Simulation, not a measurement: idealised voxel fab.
Process module in this document: voxel plated lines
Cross-sectional view cut (width: 240 nm; square cell size: 5 nm).
Cross-section layout: square cells on a grid; listed as bands, top to bottom; a band spans one or more cell rows.
Quick guide to a band line: top height, bottom height (nm) up front; then every material left to right with its width in nm. Only one material and it's marked "full width"? Then it fills the band edge to edge. And "blank" just means empty space.
Measure heights from 0. That's the level where, below it, the as-received wafer is all one material. The lowest band is bottomless and extends downward; write it as in "from 0 down".
Read "30->40" as a graded width: first number on top, second number at the bottom, same change between each pair of neighbouring rows.
"left unchanged", as given for a step, is the statement that not any cell of the cross-section underwent a change during that step.
In "Enclosed cavities" the enclosed voids are listed, meaning empty spaces of 8 cells or larger without any opening to the top. The form is width x height at distance, distance from the left edge, units nm.
Anything after a step's settings on that line? It's the simulator's own note about the step.
Among the settings permitted on a step's line is "overlay nm"; applied to a step with a mask, it specifies the extent to which the mask lay to the right of its planned position, whereas a negative figure signifies a position to the left.

HERE'S WHAT THE PLANNED PROCESS STEPS LOOK LIKE
1,RECEIVE: material Si
2,CONFORMAL_DEP: material Al2O3, thk nm 5
3,DIRECTIONAL_DEP: material TiN, thk nm 5
4,PATTERN: tone open, mask id LINES, material resist, width nm 15, pitch nm 50, thk nm 40, overlay nm 0
5,EPI: material Ru, thk nm 10
6,EPI: material Ru, thk nm 10
7,EPI: material Ru, thk nm 5
8,STRIP: etch materials resist
9,DIRECTIONAL_ETCH: etch materials TiN, depth nm 5
10,CONFORMAL_DEP: material SiO2, thk nm 10
What sets these wafers apart? The width nm at step 4. They all start alike, and the plan carries the first wafer's value.

THE FIRST OF SEVERAL WAFERS, AS RECEIVED AFTER STEP 1, SEEN IN SECTION
	from 0 down  Si full width
	Enclosed cavities: none

THE CROSS-SECTION OF THE FIRST OF SEVERAL WAFERS IS GIVEN BELOW FOR THE END OF THE MODULE, AFTER ITS FINAL STEP, STEP 10
	from 45 to 35  blank=30, then SiO2=35, then blank=15, then SiO2=35, then blank=15, then SiO2=35, then blank=15, then SiO2=35, then blank=25
	from 35 to 15  blank=30, then SiO2=10, then Ru=15, then SiO2=10, then blank=15, then SiO2=10, then Ru=15, then SiO2=10, then blank=15, then SiO2=10, then Ru=15, then SiO2=10, then blank=15, then SiO2=10, then Ru=15, then SiO2=10, then blank=25
	from 15 to 10  SiO2=40, then Ru=15, then SiO2=35, then Ru=15, then SiO2=35, then Ru=15, then SiO2=35, then Ru=15, then SiO2=35
	from 10 to 5  SiO2=40, then TiN=15, then SiO2=35, then TiN=15, then SiO2=35, then TiN=15, then SiO2=35, then TiN=15, then SiO2=35
	from 5 to 0  Al2O3 full width
	from 0 down  Si full width
	Enclosed cavities: none

LAST WAFER X-SEC, END OF MODULE
	from 45 to 35  blank=20, then SiO2=205, then blank=15
	from 35 to 15  blank=20, then SiO2=10, then Ru=35, then SiO2=15, then Ru=35, then SiO2=15, then Ru=35, then SiO2=15, then Ru=35, then SiO2=10, then blank=15
	from 15 to 10  SiO2=30, then Ru=35, then SiO2=15, then Ru=35, then SiO2=15, then Ru=35, then SiO2=15, then Ru=35, then SiO2=25
	from 10 to 5  SiO2=30, then TiN=35, then SiO2=15, then TiN=35, then SiO2=15, then TiN=35, then SiO2=15, then TiN=35, then SiO2=25
	from 5 to 0  Al2O3 full width
	from 0 down  Si full width
	Enclosed cavities: none

WHAT FOLLOWS IS A TABLE IN WHICH EACH WAFER OCCUPIES A ROW; FOR THE WAFER AS IT STANDS AT THE CLOSE OF THE MODULE, THE ROW STATES, MATERIAL BY MATERIAL, HOW MANY CELLS HAVE BEEN GAINED (+) OR LOST (-) SINCE RECEIPT, AND THEN GIVES ITS CLOSED VOIDS
width nm 15; +48 Al2O3; +60 Ru; +192 SiO2; +12 TiN; Enclosed cavities: none
width nm 20; +48 Al2O3; +80 Ru; +192 SiO2; +16 TiN; Enclosed cavities: none
width nm 25; +48 Al2O3; +100 Ru; +192 SiO2; +20 TiN; Enclosed cavities: none
width nm 30; +48 Al2O3; +120 Ru; +192 SiO2; +24 TiN; Enclosed cavities: none
width nm 35; +48 Al2O3; +140 Ru; +174 SiO2; +28 TiN; Enclosed cavities: none
